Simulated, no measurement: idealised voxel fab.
Proc. module: voxel self aligned contacts
Square cell edge 5 nm, section width 235 nm, ID cut.
In what follows, cross-sections appear as grids of square cells, described through bands that run from the top down, where every band is one or more rows of cells. Per band: top height and bottom height in nm, followed by the left-to-right materials and their widths in nm; "all across" marks a single material spanning edge to edge, "air" marks empty space. Height is counted from the level 0, under which the received wafer is composed throughout of one material. The lowest of the bands is not closed at the bottom but continues downward, in the notation "0 -> down". You'd read "30..40" like this: the band's top row of cells is as wide as the first number, its bottom row is as wide as the second, and going down, every row changes width by the same amount as the row before did. "nothing changed" -> step changed no cross-section cell. Empty spaces without an open route to the top, at least 8 cells in extent, make up the entry "Closed void inventory"; each is given as width x height at distance, where the distance is measured from the left edge, and all are in nm. Heads up: the bit after the settings on a step's line is the simulator's remark on that step. Steps that use a mask can have "overlay nm" on their line. It says how far the mask sat to the right of where it was meant to be. Negative means to the left.
-- Planned step list for the process
- 1: RECEIVE (material Si)
- 2: OXIDIZE (depth nm 5)
- 3: DIRECTIONAL_DEP (material polySi; thk nm 25)
- 4: DIRECTIONAL_DEP (material SiN; thk nm 15)
- 5: MASKED_ETCH (tone cover; mask id GATE; width nm 25; pitch nm 50; etch materials SiN; depth nm 15; overlay nm 0)
- 6: MASKED_ETCH (tone cover; mask id GATE; width nm 25; pitch nm 50; etch materials polySi; depth nm 25; overlay nm 0)
- 7: CONFORMAL_DEP (material SiN; thk nm 5)
- 8: DIRECTIONAL_ETCH (etch materials SiN; depth nm 5)
- 9: FILL_DEP (material SiO2; thk nm 20)
- 10: CMP (height nm 50)
- 11: PATTERN (tone open; mask id CONTACT; material resist; width nm 35; thk nm 15; overlay nm 0)
- 12: DIRECTIONAL_ETCH (etch materials SiO2; depth nm 55)
- 13: STRIP (etch materials resist)
- 14: CONFORMAL_DEP (material TiN; thk nm 5)
- 15: FILL_DEP (material W; thk nm 5)
- 16: CMP (height nm 50)
- 17: CONFORMAL_DEP (material SiCN; thk nm 5)
-- First out of two wafers; run went to plan
-- Cross-section of the wafer as it came to us, i.e., already through step 1
> 0 -> down  Si all across
> Closed void inventory: none
-- Wafer after step 2 (cross-section)
> 0 -> -5  SiO2 all across
> Rest of section, below -5: as before.
-- Wafer after step 3 (cross-section)
> 25 -> 0  polySi all across
> Rest of section, below 0: as before.
-- Wafer after step 4 (cross-section)
> 40 -> 25  SiN all across
> Rest of section, below 25: as before.
-- Wafer after step 5 (cross-section)
> 40 -> 25  80 nm air / 25 nm SiN / 25 nm air / 25 nm SiN / 80 nm air
> Rest of section, below 25: as before.
-- Wafer after step 6 (cross-section)
> 40 -> 25  80 nm air / 25 nm SiN / 25 nm air / 25 nm SiN / 80 nm air
> 25 -> 0  80 nm air / 25 nm polySi / 25 nm air / 25 nm polySi / 80 nm air
> Rest of section, below 0: as before.
-- Wafer after step 7 (cross-section)
> 45 -> 25  75 nm air / 35 nm SiN / 15 nm air / 35 nm SiN / 75 nm air
> 25 -> 5  75 nm air / 5 nm SiN / 25 nm polySi / 5 nm SiN / 15 nm air / 5 nm SiN / 25 nm polySi / 5 nm SiN / 75 nm air
> 5 -> 0  80 nm SiN / 25 nm polySi / 25 nm SiN / 25 nm polySi / 80 nm SiN
> Rest of section, below 0: as before.
-- Wafer after step 8 (cross-section)
> 40 -> 25  75 nm air / 35 nm SiN / 15 nm air / 35 nm SiN / 75 nm air
> 25 -> 0  75 nm air / 5 nm SiN / 25 nm polySi / 5 nm SiN / 15 nm air / 5 nm SiN / 25 nm polySi / 5 nm SiN / 75 nm air
> Rest of section, below 0: as before.
-- Wafer after step 9 (cross-section)
> 60 -> 40  SiO2 all across
> 40 -> 25  75 nm SiO2 / 35 nm SiN / 15 nm SiO2 / 35 nm SiN / 75 nm SiO2
> 25 -> 0  75 nm SiO2 / 5 nm SiN / 25 nm polySi / 5 nm SiN / 15 nm SiO2 / 5 nm SiN / 25 nm polySi / 5 nm SiN / 75 nm SiO2
> Rest of section, below 0: as before.
-- Wafer after step 10 (cross-section)
> 50 -> 40  SiO2 all across
> Rest of section, below 40: as before.
-- Wafer after step 11 (cross-section)
> 65 -> 50  100 nm resist / 35 nm air / 100 nm resist
> Rest of section, below 50: as before.
-- Wafer after step 12 (cross-section)
> 65 -> 50  100 nm resist / 35 nm air / 100 nm resist
> 50 -> 40  100 nm SiO2 / 35 nm air / 100 nm SiO2
> 40 -> 25  75 nm SiO2 / 35 nm SiN / 15 nm air / 35 nm SiN / 75 nm SiO2
> 25 -> 0  75 nm SiO2 / 5 nm SiN / 25 nm polySi / 5 nm SiN / 15 nm air / 5 nm SiN / 25 nm polySi / 5 nm SiN / 75 nm SiO2
> 0 -> -5  110 nm SiO2 / 15 nm air / 110 nm SiO2
> Rest of section, below -5: as before.
-- Wafer after step 13 (cross-section)
> 50 -> 40  100 nm SiO2 / 35 nm air / 100 nm SiO2
> Rest of section, below 40: as before.
-- Wafer after step 14 (cross-section)
> 55 -> 50  105 nm TiN / 25 nm air / 105 nm TiN
> 50 -> 40  100 nm SiO2 / 5..15 nm TiN / 25..5 nm air / 5..15 nm TiN / 100 nm SiO2
> 40 -> 25  75 nm SiO2 / 35 nm SiN / 5 nm TiN / 5 nm air / 5 nm TiN / 35 nm SiN / 75 nm SiO2
> 25 -> 0  75 nm SiO2 / 5 nm SiN / 25 nm polySi / 5 nm SiN / 5 nm TiN / 5 nm air / 5 nm TiN / 5 nm SiN / 25 nm polySi / 5 nm SiN / 75 nm SiO2
> 0 -> -5  110 nm SiO2 / 15 nm TiN / 110 nm SiO2
> Rest of section, below -5: as before.
-- Wafer after step 15 (cross-section)
> 60 -> 55  W all across
> 55 -> 50  105 nm TiN / 25 nm W / 105 nm TiN
> 50 -> 40  100 nm SiO2 / 5..15 nm TiN / 25..5 nm W / 5..15 nm TiN / 100 nm SiO2
> 40 -> 25  75 nm SiO2 / 35 nm SiN / 5 nm TiN / 5 nm W / 5 nm TiN / 35 nm SiN / 75 nm SiO2
> 25 -> 0  75 nm SiO2 / 5 nm SiN / 25 nm polySi / 5 nm SiN / 5 nm TiN / 5 nm W / 5 nm TiN / 5 nm SiN / 25 nm polySi / 5 nm SiN / 75 nm SiO2
> Rest of section, below 0: as before.
-- Wafer after step 16 (cross-section)
> 50 -> 40  100 nm SiO2 / 5..15 nm TiN / 25..5 nm W / 5..15 nm TiN / 100 nm SiO2
> Rest of section, below 40: as before.
-- Wafer after step 17 (cross-section)
> 55 -> 50  SiCN all across
> Rest of section, below 50: as before.
-- It is to be noted that the second wafer proceeded from the same initial state and according to the same plan as the first, although one mistake was committed in its execution; through step 4, inclusive, the two wafers share an identical history
-- The second wafer in cross-section, at the planned close of step 5
> 40 -> 25  80 nm SiN / 25 nm air / 25 nm SiN / 25 nm air / 80 nm SiN
> Rest of section, below 25: as before.
The second wafer in cross-section, at the planned close of step 6: nothing changed
-- The second wafer in cross-section, at the planned close of step 7
> 45 -> 30  85 nm SiN / 15 nm air / 35 nm SiN / 15 nm air / 85 nm SiN
> 30 -> 25  SiN all across
> Rest of section, below 25: as before.
-- The second wafer in cross-section, at the planned close of step 8
> 40 -> 25  85 nm SiN / 15 nm air / 35 nm SiN / 15 nm air / 85 nm SiN
> Rest of section, below 25: as before.
-- The second wafer in cross-section, at the planned close of step 9
> 60 -> 40  SiO2 all across
> 40 -> 25  85 nm SiN / 15 nm SiO2 / 35 nm SiN / 15 nm SiO2 / 85 nm SiN
> Rest of section, below 25: as before.
-- The second wafer in cross-section, at the planned close of step 10
> 50 -> 40  SiO2 all across
> Rest of section, below 40: as before.
-- The second wafer in cross-section, at the planned close of step 11
> 65 -> 50  100 nm resist / 35 nm air / 100 nm resist
> Rest of section, below 50: as before.
-- The second wafer in cross-section, at the planned close of step 12
> 65 -> 50  100 nm resist / 35 nm air / 100 nm resist
> 50 -> 40  100 nm SiO2 / 35 nm air / 100 nm SiO2
> Rest of section, below 40: as before.
-- The second wafer in cross-section, at the planned close of step 13
> 50 -> 40  100 nm SiO2 / 35 nm air / 100 nm SiO2
> Rest of section, below 40: as before.
-- The second wafer in cross-section, at the planned close of step 14
> 55 -> 50  105 nm TiN / 25 nm air / 105 nm TiN
> 50 -> 45  100 nm SiO2 / 5 nm TiN / 25 nm air / 5 nm TiN / 100 nm SiO2
> 45 -> 40  100 nm SiO2 / 35 nm TiN / 100 nm SiO2
> Rest of section, below 40: as before.
-- The second wafer in cross-section, at the planned close of step 15
> 60 -> 55  W all across
> 55 -> 50  105 nm TiN / 25 nm W / 105 nm TiN
> 50 -> 45  100 nm SiO2 / 5 nm TiN / 25 nm W / 5 nm TiN / 100 nm SiO2
> Rest of section, below 45: as before.
-- The second wafer in cross-section, at the planned close of step 16
> 50 -> 45  100 nm SiO2 / 5 nm TiN / 25 nm W / 5 nm TiN / 100 nm SiO2
> Rest of section, below 45: as before.
-- The second wafer in cross-section, at the planned close of step 17
> 55 -> 50  SiCN all across
> Rest of section, below 50: as before.
Error vs. plan: it should be noted that step 5 was executed with settings other than those planned, the operation and settings actually applied being MASKED_ETCH (tone open; mask id GATE; width nm 25; pitch nm 50; etch materials SiN; depth nm 15; overlay nm 0)
Bottom line after processing is that, in cells, the second wafer is up or down on some materials versus the first: SiN +61 | SiO2 -219 | TiN -18 | W -9 | polySi +185
